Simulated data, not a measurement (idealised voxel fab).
The name of this process module is voxel trench capacitor.
Pictured: cross-section cut, 265 nm wide, on a grid of 5 nm square cells.
Format of a cross-section: grid, square cells. Given as bands. Order: top down. Band: one or more rows of cells. Top, bottom (nm), then materials left to right with widths (nm); lone material tagged "full width" fills the whole band edge to edge; "blank" = empty space. Note: height 0 marks the level under which the wafer is uniformly one material as received. Lowest band unbounded below, written "from 0 down". Quick explanation for "30 to 40": the width changes in equal steps down the rows of cells, from the first number in the band's top row to the second number in its bottom row. For the purposes of this document, the phrase "nothing altered" attached to a step denotes that no cell within the cross-section was modified by that step. Entry "Non-vented voids" = empty spaces >= 8 cells with no open way to the top; each as width x height at distance, distance from left edge, all nm. Where a step's line continues beyond its settings, the continuation is a remark by the simulator itself on that step. "overlay nm" on a masked step: distance the mask lay right of its planned place, negative for left.

-- Process steps (planned)
- 1: RECEIVE (material Si)
- 2: CONFORMAL_DEP (material SiN; thk nm 5)
- 3: DIRECTIONAL_DEP (material aC; thk nm 15)
- 4: PATTERN (tone open; mask id TRENCH; material resist; width nm 25; pitch nm 55; thk nm 35; overlay nm 0)
- 5: DIRECTIONAL_ETCH (etch materials aC; depth nm 15)
- 6: STRIP (etch materials resist)
- 7: DIRECTIONAL_ETCH (etch materials SiN; depth nm 5)
- 8: DIRECTIONAL_ETCH (etch materials Si; depth nm 40)
- 9: STRIP (etch materials aC)
- 10: CONFORMAL_DEP (material HfO2; thk nm 5)
- 11: CONFORMAL_DEP (material TiN; thk nm 5)
- 12: FILL_DEP (material W; thk nm 5)
- 13: CMP (height nm 5)

-- So this is the incoming wafer in cross-section - it's already been through step 1
* from 0 down | Si full width
* Non-vented voids: none

-- Sectioned view, first of two wafers, at the close of the module, processed as intended in the plan
* from 5 to 0 | SiN 35 nm | HfO2 5 nm | TiN 5 nm | W 5 nm | TiN 5 nm | HfO2 5 nm | SiN 30 nm | HfO2 5 nm | TiN 5 nm | W 5 nm | TiN 5 nm | HfO2 5 nm | SiN 30 nm | HfO2 5 nm | TiN 5 nm | W 5 nm | TiN 5 nm | HfO2 5 nm | SiN 30 nm | HfO2 5 nm | TiN 5 nm | W 5 nm | TiN 5 nm | HfO2 5 nm | SiN 40 nm
* from 0 to -30 | Si 35 nm | HfO2 5 nm | TiN 5 nm | W 5 nm | TiN 5 nm | HfO2 5 nm | Si 30 nm | HfO2 5 nm | TiN 5 nm | W 5 nm | TiN 5 nm | HfO2 5 nm | Si 30 nm | HfO2 5 nm | TiN 5 nm | W 5 nm | TiN 5 nm | HfO2 5 nm | Si 30 nm | HfO2 5 nm | TiN 5 nm | W 5 nm | TiN 5 nm | HfO2 5 nm | Si 40 nm
* from -30 to -35 | Si 35 nm | HfO2 5 nm | TiN 15 nm | HfO2 5 nm | Si 30 nm | HfO2 5 nm | TiN 15 nm | HfO2 5 nm | Si 30 nm | HfO2 5 nm | TiN 15 nm | HfO2 5 nm | Si 30 nm | HfO2 5 nm | TiN 15 nm | HfO2 5 nm | Si 40 nm
* from -35 to -40 | Si 35 nm | HfO2 25 nm | Si 30 nm | HfO2 25 nm | Si 30 nm | HfO2 25 nm | Si 30 nm | HfO2 25 nm | Si 40 nm
* from -40 down | Si full width
* Non-vented voids: none

-- Here's the second of our two wafers sectioned at module end. Same start as the first, same plan, but one mistake got made running it
* from 5 to 0 | SiN 35 nm | HfO2 5 nm | TiN 5 nm | W 5 nm | TiN 5 nm | HfO2 5 nm | SiN 30 nm | HfO2 5 nm | TiN 5 nm | W 5 nm | TiN 5 nm | HfO2 5 nm | SiN 30 nm | HfO2 5 nm | TiN 5 nm | W 5 nm | TiN 5 nm | HfO2 5 nm | SiN 30 nm | HfO2 5 nm | TiN 5 nm | W 5 nm | TiN 5 nm | HfO2 5 nm | SiN 40 nm
* from 0 to -70 | Si 35 nm | HfO2 5 nm | TiN 5 nm | W 5 nm | TiN 5 nm | HfO2 5 nm | Si 30 nm | HfO2 5 nm | TiN 5 nm | W 5 nm | TiN 5 nm | HfO2 5 nm | Si 30 nm | HfO2 5 nm | TiN 5 nm | W 5 nm | TiN 5 nm | HfO2 5 nm | Si 30 nm | HfO2 5 nm | TiN 5 nm | W 5 nm | TiN 5 nm | HfO2 5 nm | Si 40 nm
* from -70 to -75 | Si 35 nm | HfO2 5 nm | TiN 15 nm | HfO2 5 nm | Si 30 nm | HfO2 5 nm | TiN 15 nm | HfO2 5 nm | Si 30 nm | HfO2 5 nm | TiN 15 nm | HfO2 5 nm | Si 30 nm | HfO2 5 nm | TiN 15 nm | HfO2 5 nm | Si 40 nm
* from -75 to -80 | Si 35 nm | HfO2 25 nm | Si 30 nm | HfO2 25 nm | Si 30 nm | HfO2 25 nm | Si 30 nm | HfO2 25 nm | Si 40 nm
* from -80 down | Si full width
* Non-vented voids: none
What went wrong in running the wafer? plan step 8 was conducted twice
at the end the second wafer has, in cells: HfO2 +64 | Si -160 | TiN +64 | W +32
